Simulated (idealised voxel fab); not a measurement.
The name of this process module is voxel capacitor over wiring.
Square cell edge 5 nm, section width 150 nm, ID cut.
Cross-section format: a grid of square cells, given as bands from top to bottom; each band is one or more rows of cells. The band entry comprises the height of the band's top followed by the height of its bottom, expressed in nm, and subsequently the band's materials from left to right, each stated together with its width in nm. Where a single material is marked with the word "edge to edge", that material fills the band from edge to edge. The word "air" represents empty space. Basically, 0 is our baseline, since under it the wafer straight out of the box is all one material. The bottom band has no lower end and keeps on going down, so it looks like "0 -> down". You'd read "30..40" like this: the band's top row of cells is as wide as the first number, its bottom row is as wide as the second, and going down, every row changes width by the same amount as the row before did. What does "remained the same" mean for a step? It means no cell of the cross-section changed in that step. The label "Sealed internal cavities" introduces a list of the empty spaces, 8 cells or larger, that have no open way up to the top; each entry in it reads width x height at distance, where the distance is taken from the left edge and all three are stated in nm. Past the settings on a step's line: simulator remark, on that step. Among the settings permitted on a step's line is "overlay nm"; applied to a step with a mask, it specifies the extent to which the mask lay to the right of its planned position, whereas a negative figure signifies a position to the left.

The steps planned for the process are as follows:
- 1: op RECEIVE | material Si
- 2: op CONFORMAL_DEP | material SiO2 | thk nm 15
- 3: op CONFORMAL_DEP | material SiN | thk nm 5
- 4: op DIRECTIONAL_DEP | material lowk | thk nm 25
- 5: op PATTERN | tone open | mask id METAL_1 | material resist | width nm 25 | pitch nm 95 | thk nm 20 | overlay nm 0
- 6: op DIRECTIONAL_ETCH | etch materials lowk | depth nm 25
- 7: op DIRECTIONAL_ETCH | etch materials SiN | depth nm 5
- 8: op STRIP | etch materials resist
- 9: op CONFORMAL_DEP | material TiN | thk nm 5
- 10: op FILL_DEP | material Cu | thk nm 10
- 11: op CMP | height nm 45
- 12: op CONFORMAL_DEP | material SiCN | thk nm 5
- 13: op DIRECTIONAL_DEP | material lowk | thk nm 20
- 14: op DIRECTIONAL_DEP | material aC | thk nm 15
- 15: op PATTERN | tone open | mask id PLUG_1 | material resist | width nm 15 | thk nm 35 | overlay nm -10
- 16: op DIRECTIONAL_ETCH | etch materials aC | depth nm 15
- 17: op STRIP | etch materials resist
- 18: op DIRECTIONAL_ETCH | etch materials lowk | depth nm 20
- 19: op DIRECTIONAL_ETCH | etch materials SiCN | depth nm 5
- 20: op STRIP | etch materials aC
- 21: op CONFORMAL_DEP | material TiN | thk nm 5
- 22: op FILL_DEP | material Ru | thk nm 10
- 23: op CMP | height nm 70
- 24: op DIRECTIONAL_DEP | material TiN | thk nm 5
- 25: op DIRECTIONAL_DEP | material Al2O3 | thk nm 5
- 26: op DIRECTIONAL_DEP | material TiN | thk nm 10
- 27: op DIRECTIONAL_DEP | material aC | thk nm 10
- 28: op PATTERN | tone cover | mask id UPPER_PLATE | material resist | width nm 75 | thk nm 30 | overlay nm 0
- 29: op DIRECTIONAL_ETCH | etch materials aC | depth nm 10
- 30: op STRIP | etch materials resist
- 31: op DIRECTIONAL_ETCH | etch materials TiN | depth nm 10
- 32: op DIRECTIONAL_ETCH | etch materials Al2O3 | depth nm 5
- 33: op STRIP | etch materials aC
- 34: op MASKED_ETCH | tone cover | mask id LOWER_PLATE | width nm 85 | etch materials TiN | depth nm 5 | overlay nm 0
- 35: op FILL_DEP | material SiO2 | thk nm 20
- 36: op CMP | height nm 105
- 37: op DIRECTIONAL_DEP | material aC | thk nm 15
- 38: op PATTERN | tone open | mask id PLUG_2 | material resist | width nm 15 | thk nm 30 | overlay nm 0
- 39: op DIRECTIONAL_ETCH | etch materials aC | depth nm 15
- 40: op STRIP | etch materials resist
- 41: op DIRECTIONAL_ETCH | etch materials SiO2 | depth nm 15
- 42: op STRIP | etch materials aC
- 43: op CONFORMAL_DEP | material TiN | thk nm 5
- 44: op FILL_DEP | material Cu | thk nm 10
- 45: op CMP | height nm 105
- 46: op CONFORMAL_DEP | material SiN | thk nm 5
For this document, wafers share an identical start and vary in the step 15 overlay nm; the plan quotes the first wafer's value.

Received wafers, first of several: cross-section after step 1:
0 -> down | Si edge to edge
Sealed internal cavities: none

Last step of the module is step 46; after it, the first of several wafers in cross-section:
110 -> 105 | SiN edge to edge
105 -> 95 | 35 of SiO2 / 5 of TiN / 5 of Cu / 5 of TiN / 100 of SiO2
95 -> 90 | 35 of SiO2 / 15 of TiN / 100 of SiO2
90 -> 80 | 25 of SiO2 / 75 of TiN / 50 of SiO2
80 -> 75 | 25 of SiO2 / 75 of Al2O3 / 50 of SiO2
75 -> 70 | 20 of SiO2 / 85 of TiN / 45 of SiO2
70 -> 50 | 15 of lowk / 5 of TiN / 5 of Ru / 5 of TiN / 120 of lowk
50 -> 45 | 15 of SiCN / 15 of TiN / 120 of SiCN
45 -> 20 | 15 of lowk / 5 of TiN / 15 of Cu / 5 of TiN / 70 of lowk / 5 of TiN / 15 of Cu / 5 of TiN / 15 of lowk
20 -> 15 | 15 of SiN / 25 of TiN / 70 of SiN / 25 of TiN / 15 of SiN
15 -> 0 | SiO2 edge to edge
0 -> down | Si edge to edge
Sealed internal cavities: none

Last wafer x-sec, end of module:
110 -> 105 | SiN edge to edge
105 -> 95 | 35 of SiO2 / 5 of TiN / 5 of Cu / 5 of TiN / 100 of SiO2
95 -> 90 | 35 of SiO2 / 15 of TiN / 100 of SiO2
90 -> 80 | 25 of SiO2 / 75 of TiN / 50 of SiO2
80 -> 75 | 25 of SiO2 / 75 of Al2O3 / 50 of SiO2
75 -> 70 | 20 of SiO2 / 85 of TiN / 45 of SiO2
70 -> 50 | 40 of lowk / 5 of TiN / 5 of Ru / 5 of TiN / 95 of lowk
50 -> 45 | 40 of SiCN / 15 of TiN / 95 of SiCN
45 -> 20 | 15 of lowk / 5 of TiN / 15 of Cu / 5 of TiN / 70 of lowk / 5 of TiN / 15 of Cu / 5 of TiN / 15 of lowk
20 -> 15 | 15 of SiN / 25 of TiN / 70 of SiN / 25 of TiN / 15 of SiN
15 -> 0 | SiO2 edge to edge
0 -> down | Si edge to edge
Sealed internal cavities: none

Per wafer, end of module: cells gained (+) or lost (-) per material since receipt, then closed voids:
overlay nm -10; +15 Al2O3; +32 Cu; +4 Ru; +27 SiCN; +50 SiN; +229 SiO2; +95 TiN; +208 lowk; Sealed internal cavities: none
overlay nm -5; +15 Al2O3; +32 Cu; +4 Ru; +27 SiCN; +50 SiN; +229 SiO2; +95 TiN; +208 lowk; Sealed internal cavities: none
overlay nm 0; +15 Al2O3; +32 Cu; +4 Ru; +27 SiCN; +50 SiN; +229 SiO2; +95 TiN; +208 lowk; Sealed internal cavities: none
overlay nm 5; +15 Al2O3; +32 Cu; +4 Ru; +27 SiCN; +50 SiN; +229 SiO2; +95 TiN; +208 lowk; Sealed internal cavities: none
overlay nm 10; +15 Al2O3; +32 Cu; +4 Ru; +27 SiCN; +50 SiN; +229 SiO2; +95 TiN; +208 lowk; Sealed internal cavities: none
overlay nm 15; +15 Al2O3; +32 Cu; +4 Ru; +27 SiCN; +50 SiN; +229 SiO2; +95 TiN; +208 lowk; Sealed internal cavities: none
